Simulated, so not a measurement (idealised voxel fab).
process module | voxel self aligned contacts
The width of the displayed cross-section, cut, is 300 nm; its cells are square, with a size of 5 nm.
Reading order for cross-sections: top band down to bottom band. Underlying form: a grid of square cells. Band size: one or more rows of cells.
The entry gives the band's vertical extent as a top height and a bottom height in nm, then its horizontal make-up as materials from left to right, each with a width in nm. "empty" stands for empty space; a single material marked "everywhere" fills the band edge to edge.
A quick word on heights: they are counted from 0, and under that level the wafer as it came to us is one material throughout. The lowest band is different from the rest in having no bottom; it simply continues downward, written as in "top 0, no bottom".
Per-row width for "30..40": begins at first number (top row of band), ends at second number (bottom row), increment between rows held constant.
The cross-section has no changed cell in any step marked "all unchanged".
Listed in "Voids, sealed": every empty space of 8 or more cells without an open way to the top. Form: width x height at distance, the distance being from the left edge, all in nm.
Past the settings on a step's line: simulator remark, on that step.
overlay nm: where the mask lay relative to plan, measured to the right, on steps with a mask; negatives go left.

**plan**
1 RECEIVE,material Si
2 OXIDIZE,depth nm 5
3 DIRECTIONAL_DEP,material polySi,thk nm 30
4 DIRECTIONAL_DEP,material SiN,thk nm 15
5 DIRECTIONAL_DEP,material aC,thk nm 15
6 PATTERN,tone cover,mask id GATE,material resist,width nm 30,pitch nm 55,thk nm 30,overlay nm 0
7 DIRECTIONAL_ETCH,etch materials aC,depth nm 15
8 STRIP,etch materials resist
9 DIRECTIONAL_ETCH,etch materials SiN,depth nm 15
10 DIRECTIONAL_ETCH,etch materials polySi,depth nm 30
11 STRIP,etch materials aC
12 CONFORMAL_DEP,material SiN,thk nm 5
13 DIRECTIONAL_ETCH,etch materials SiN,depth nm 5
14 FILL_DEP,material SiO2,thk nm 15
15 CMP,height nm 50
16 MASKED_ETCH,tone open,mask id CONTACT,width nm 35,etch materials SiO2,depth nm 55,overlay nm 0
17 CONFORMAL_DEP,material TiN,thk nm 5
18 FILL_DEP,material Ru,thk nm 5
19 CMP,height nm 50
20 CONFORMAL_DEP,material SiCN,thk nm 5

**So, the first of our two wafers, run just as we planned it**

**Wafer as received: cross-section following step 1**
top 0, no bottom | Si everywhere
Voids, sealed: none

**The wafer in cross-section once step 2 is complete**
top 0, bottom -5 | SiO2 everywhere
Everything below -5 is unchanged.

**The wafer in cross-section once step 3 is complete**
top 30, bottom 0 | polySi everywhere
Everything below 0 is unchanged.

**The wafer in cross-section once step 4 is complete**
top 45, bottom 30 | SiN everywhere
Everything below 30 is unchanged.

**The wafer in cross-section once step 5 is complete**
top 60, bottom 45 | aC everywhere
Everything below 45 is unchanged.

**The wafer in cross-section once step 6 is complete**
top 90, bottom 60 | empty 105, resist 30, empty 25, resist 30, empty 110
Everything below 60 is unchanged.

**The wafer in cross-section once step 7 is complete**
top 75, bottom 60 | empty 105, resist 30, empty 25, resist 30, empty 110
top 60, bottom 45 | empty 105, aC 30, empty 25, aC 30, empty 110
Everything below 45 is unchanged.

**The wafer in cross-section once step 8 is complete**
top 60, bottom 45 | empty 105, aC 30, empty 25, aC 30, empty 110
Everything below 45 is unchanged.

**The wafer in cross-section once step 9 is complete**
top 60, bottom 45 | empty 105, aC 30, empty 25, aC 30, empty 110
top 45, bottom 30 | empty 105, SiN 30, empty 25, SiN 30, empty 110
Everything below 30 is unchanged.

**The wafer in cross-section once step 10 is complete**
top 60, bottom 45 | empty 105, aC 30, empty 25, aC 30, empty 110
top 45, bottom 30 | empty 105, SiN 30, empty 25, SiN 30, empty 110
top 30, bottom 0 | empty 105, polySi 30, empty 25, polySi 30, empty 110
Everything below 0 is unchanged.

**The wafer in cross-section once step 11 is complete**
top 45, bottom 30 | empty 105, SiN 30, empty 25, SiN 30, empty 110
Everything below 30 is unchanged.

**The wafer in cross-section once step 12 is complete**
top 50, bottom 30 | empty 100, SiN 40, empty 15, SiN 40, empty 105
top 30, bottom 5 | empty 100, SiN 5, polySi 30, SiN 5, empty 15, SiN 5, polySi 30, SiN 5, empty 105
top 5, bottom 0 | SiN 105, polySi 30, SiN 25, polySi 30, SiN 110
Everything below 0 is unchanged.

**The wafer in cross-section once step 13 is complete**
top 45, bottom 30 | empty 100, SiN 40, empty 15, SiN 40, empty 105
top 30, bottom 0 | empty 100, SiN 5, polySi 30, SiN 5, empty 15, SiN 5, polySi 30, SiN 5, empty 105
Everything below 0 is unchanged.

**The wafer in cross-section once step 14 is complete**
top 60, bottom 45 | SiO2 everywhere
top 45, bottom 30 | SiO2 100, SiN 40, SiO2 15, SiN 40, SiO2 105
top 30, bottom 0 | SiO2 100, SiN 5, polySi 30, SiN 5, SiO2 15, SiN 5, polySi 30, SiN 5, SiO2 105
Everything below 0 is unchanged.

**The wafer in cross-section once step 15 is complete**
top 50, bottom 45 | SiO2 everywhere
Everything below 45 is unchanged.

**The wafer in cross-section once step 16 is complete**
top 50, bottom 45 | SiO2 130, empty 35, SiO2 135
top 45, bottom 30 | SiO2 100, SiN 40, empty 15, SiN 40, SiO2 105
top 30, bottom 0 | SiO2 100, SiN 5, polySi 30, SiN 5, empty 15, SiN 5, polySi 30, SiN 5, SiO2 105
top 0, bottom -5 | SiO2 140, empty 15, SiO2 145
Everything below -5 is unchanged.

**The wafer in cross-section once step 17 is complete**
top 55, bottom 50 | TiN 135, empty 25, TiN 140
top 50, bottom 45 | SiO2 130, TiN 15, empty 5, TiN 15, SiO2 135
top 45, bottom 30 | SiO2 100, SiN 40, TiN 5, empty 5, TiN 5, SiN 40, SiO2 105
top 30, bottom 0 | SiO2 100, SiN 5, polySi 30, SiN 5, TiN 5, empty 5, TiN 5, SiN 5, polySi 30, SiN 5, SiO2 105
top 0, bottom -5 | SiO2 140, TiN 15, SiO2 145
Everything below -5 is unchanged.

**The wafer in cross-section once step 18 is complete**
top 60, bottom 55 | Ru everywhere
top 55, bottom 50 | TiN 135, Ru 25, TiN 140
top 50, bottom 45 | SiO2 130, TiN 15, Ru 5, TiN 15, SiO2 135
top 45, bottom 30 | SiO2 100, SiN 40, TiN 5, Ru 5, TiN 5, SiN 40, SiO2 105
top 30, bottom 0 | SiO2 100, SiN 5, polySi 30, SiN 5, TiN 5, Ru 5, TiN 5, SiN 5, polySi 30, SiN 5, SiO2 105
Everything below 0 is unchanged.

**The wafer in cross-section once step 19 is complete**
top 50, bottom 45 | SiO2 130, TiN 15, Ru 5, TiN 15, SiO2 135
Everything below 45 is unchanged.

**The wafer in cross-section once step 20 is complete**
top 55, bottom 50 | SiCN everywhere
Everything below 50 is unchanged.

**The second wafer: identical to the first at the outset and in its planned sequence, differing only in that one mistake was made during processing; up to and including step 11, its path is the first wafer's path**

What the second wafer looks like in cross-section when step 12 should have wrapped up: all unchanged

**What the second wafer looks like in cross-section when step 13 should have wrapped up**
top 40, bottom 30 | empty 105, SiN 30, empty 25, SiN 30, empty 110
Everything below 30 is unchanged.

**What the second wafer looks like in cross-section when step 14 should have wrapped up**
top 55, bottom 40 | SiO2 everywhere
top 40, bottom 30 | SiO2 105, SiN 30, SiO2 25, SiN 30, SiO2 110
top 30, bottom 0 | SiO2 105, polySi 30, SiO2 25, polySi 30, SiO2 110
Everything below 0 is unchanged.

**What the second wafer looks like in cross-section when step 15 should have wrapped up**
top 50, bottom 40 | SiO2 everywhere
Everything below 40 is unchanged.

**What the second wafer looks like in cross-section when step 16 should have wrapped up**
top 50, bottom 40 | SiO2 130, empty 35, SiO2 135
top 40, bottom 30 | SiO2 105, SiN 30, empty 25, SiN 30, SiO2 110
top 30, bottom 0 | SiO2 105, polySi 30, empty 25, polySi 30, SiO2 110
top 0, bottom -5 | SiO2 135, empty 25, SiO2 140
Everything below -5 is unchanged.

**What the second wafer looks like in cross-section when step 17 should have wrapped up**
top 55, bottom 50 | TiN 135, empty 25, TiN 140
top 50, bottom 40 | SiO2 130, TiN 5..10, empty 25..15, TiN 5..10, SiO2 135
top 40, bottom 30 | SiO2 105, SiN 30, TiN 5, empty 15, TiN 5, SiN 30, SiO2 110
top 30, bottom 0 | SiO2 105, polySi 30, TiN 5, empty 15, TiN 5, polySi 30, SiO2 110
top 0, bottom -5 | SiO2 135, TiN 25, SiO2 140
Everything below -5 is unchanged.

**What the second wafer looks like in cross-section when step 18 should have wrapped up**
top 60, bottom 55 | Ru everywhere
top 55, bottom 50 | TiN 135, Ru 25, TiN 140
top 50, bottom 40 | SiO2 130, TiN 5..10, Ru 25..15, TiN 5..10, SiO2 135
top 40, bottom 30 | SiO2 105, SiN 30, TiN 5, Ru 15, TiN 5, SiN 30, SiO2 110
top 30, bottom 0 | SiO2 105, polySi 30, TiN 5, Ru 15, TiN 5, polySi 30, SiO2 110
Everything below 0 is unchanged.

**What the second wafer looks like in cross-section when step 19 should have wrapped up**
top 50, bottom 40 | SiO2 130, TiN 5..10, Ru 25..15, TiN 5..10, SiO2 135
Everything below 40 is unchanged.

**What the second wafer looks like in cross-section when step 20 should have wrapped up**
top 55, bottom 50 | SiCN everywhere
Everything below 50 is unchanged.
Diagnosis: plan step 12 was not performed, having been skipped
Counted in cells at the end, the second wafer holds more or fewer of these materials than the first: +22 Ru, -48 SiN, +26 SiO2
